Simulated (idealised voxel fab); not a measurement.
The name of this process module is voxel capacitor over wiring.
We display cut, a cross-section 255 nm in width whose square cells are each 5 nm.
In this document a cross-section is written as a grid of square cells. It is given as a series of bands, listed from the top down, and a band is one or more rows of cells. For a band, the entry starts with two heights in nm, that of the top and then that of the bottom, and carries on with the band's materials in order from left to right, each alongside its width in nm; the word "edge to edge" beside a single material means it fills the band edge to edge, and "blank" means empty space. Basically, 0 is our baseline, since under it the wafer straight out of the box is all one material. The bottom band has no lower end and keeps on going down, so it looks like "top 0, no bottom". With a width like "30 to 40", each row of cells in the band differs from the next by the same amount, the top row carrying the first number and the bottom row the second. No cell of the cross-section changed in a step that is given as "identical to before". Under "Closed internal voids" you'll find the enclosed gaps, the ones with no way out to the top, that are 8 cells or bigger; each reads width x height at distance, with distance counted from the left edge, everything in nm. On each step's line, the part that comes after the settings is the simulator's own comment on the step. The line of a step may include "overlay nm". On a step with a mask, this value is how far to the right of its planned place the mask lay. A negative value means the mask lay to the left.

Steps planned for the process
| 1 | RECEIVE (material Si) |
| 2 | CONFORMAL_DEP (material SiO2; thk nm 15) |
| 3 | DIRECTIONAL_DEP (material TiN; thk nm 5) |
| 4 | DIRECTIONAL_DEP (material W; thk nm 15) |
| 5 | PATTERN (tone cover; mask id METAL_1; material resist; width nm 20; pitch nm 70; thk nm 15; overlay nm 0) |
| 6 | DIRECTIONAL_ETCH (etch materials W; depth nm 15) |
| 7 | DIRECTIONAL_ETCH (etch materials TiN; depth nm 5) |
| 8 | STRIP (etch materials resist) |
| 9 | CONFORMAL_DEP (material SiN; thk nm 5) |
| 10 | FILL_DEP (material lowk; thk nm 10) |
| 11 | CMP (height nm 35) |
| 12 | CONFORMAL_DEP (material SiCN; thk nm 5) |
| 13 | DIRECTIONAL_DEP (material lowk; thk nm 20) |
| 14 | DIRECTIONAL_DEP (material aC; thk nm 10) |
| 15 | PATTERN (tone open; mask id PLUG_1; material resist; width nm 15; thk nm 25; overlay nm 0) |
| 16 | DIRECTIONAL_ETCH (etch materials aC; depth nm 10) |
| 17 | STRIP (etch materials resist) |
| 18 | DIRECTIONAL_ETCH (etch materials lowk; depth nm 20) |
| 19 | DIRECTIONAL_ETCH (etch materials SiCN; depth nm 5) |
| 20 | STRIP (etch materials aC) |
| 21 | CONFORMAL_DEP (material TiN; thk nm 5) |
| 22 | FILL_DEP (material Ru; thk nm 10) |
| 23 | CMP (height nm 60) |
| 24 | DIRECTIONAL_DEP (material TiN; thk nm 10) |
| 25 | DIRECTIONAL_DEP (material SiN; thk nm 5) |
| 26 | DIRECTIONAL_DEP (material TiN; thk nm 5) |
| 27 | PATTERN (tone cover; mask id UPPER_PLATE; material resist; width nm 55; thk nm 20; overlay nm 0) |
| 28 | DIRECTIONAL_ETCH (etch materials TiN; depth nm 5) |
| 29 | DIRECTIONAL_ETCH (etch materials SiN; depth nm 5) |
| 30 | STRIP (etch materials resist) |
| 31 | MASKED_ETCH (tone cover; mask id LOWER_PLATE; width nm 65; etch materials TiN; depth nm 10; overlay nm 0) |
| 32 | FILL_DEP (material SiO2; thk nm 15) |
| 33 | CMP (height nm 90) |
| 34 | DIRECTIONAL_DEP (material aC; thk nm 15) |
| 35 | PATTERN (tone open; mask id PLUG_2; material resist; width nm 15; thk nm 30; overlay nm 0) |
| 36 | DIRECTIONAL_ETCH (etch materials aC; depth nm 15) |
| 37 | STRIP (etch materials resist) |
| 38 | DIRECTIONAL_ETCH (etch materials SiO2; depth nm 10) |
| 39 | STRIP (etch materials aC) |
| 40 | CONFORMAL_DEP (material TiN; thk nm 5) |
| 41 | FILL_DEP (material Ru; thk nm 5) |
| 42 | CMP (height nm 90) |
| 43 | CONFORMAL_DEP (material SiCN; thk nm 5) |

Cross-section of the wafer upon arrival, representing the state reached after step 1
top 0, no bottom  Si edge to edge
Closed internal voids: none

Module complete - cross-section of the first of two wafers, run according to plan
top 95, bottom 90  SiCN edge to edge
top 90, bottom 85  95 of SiO2 / 5 of TiN / 5 of Ru / 5 of TiN / 145 of SiO2
top 85, bottom 75  95 to 85 of SiO2 / 15 to 55 of TiN / 145 to 115 of SiO2
top 75, bottom 70  85 of SiO2 / 55 of SiN / 115 of SiO2
top 70, bottom 60  80 of SiO2 / 65 of TiN / 110 of SiO2
top 60, bottom 40  85 of lowk / 5 of TiN / 5 of Ru / 5 of TiN / 155 of lowk
top 40, bottom 35  85 of SiCN / 15 of TiN / 155 of SiCN
top 35, bottom 20  75 of lowk / 5 of SiN / 20 of W / 5 of SiN / 40 of lowk / 5 of SiN / 20 of W / 5 of SiN / 80 of lowk
top 20, bottom 15  80 of SiN / 20 of TiN / 50 of SiN / 20 of TiN / 85 of SiN
top 15, bottom 0  SiO2 edge to edge
top 0, no bottom  Si edge to edge
Closed internal voids: none

This is the second of the two wafers, cross-sectioned at the end of the module; it started exactly like the first and was given the same plan, but it was run with one mistake
top 95, bottom 90  SiCN edge to edge
top 90, bottom 85  95 of SiO2 / 5 of TiN / 5 of Ru / 5 of TiN / 145 of SiO2
top 85, bottom 75  95 to 85 of SiO2 / 15 to 55 of TiN / 145 to 115 of SiO2
top 75, bottom 70  85 of SiO2 / 55 of SiN / 115 of SiO2
top 70, bottom 60  80 of SiO2 / 65 of TiN / 110 of SiO2
top 60, bottom 40  85 of lowk / 5 of TiN / 5 of Ru / 5 of TiN / 155 of lowk
top 40, bottom 35  85 of SiCN / 15 of TiN / 155 of SiCN
top 35, bottom 20  70 of lowk / 5 of SiN / 30 of W / 5 of SiN / 30 of lowk / 5 of SiN / 30 of W / 5 of SiN / 75 of lowk
top 20, bottom 15  75 of SiN / 30 of TiN / 40 of SiN / 30 of TiN / 80 of SiN
top 15, bottom 0  SiO2 edge to edge
top 0, no bottom  Si edge to edge
Closed internal voids: none
Diagnosis: step 5 was run on a setting that differed from the plan, and what really ran there is PATTERN (tone cover; mask id METAL_1; material resist; width nm 30; pitch nm 70; thk nm 15; overlay nm 0)
Final difference in cells, second wafer against first, listed per material as more or fewer: -4 SiN; +4 TiN; +12 W; -12 lowk
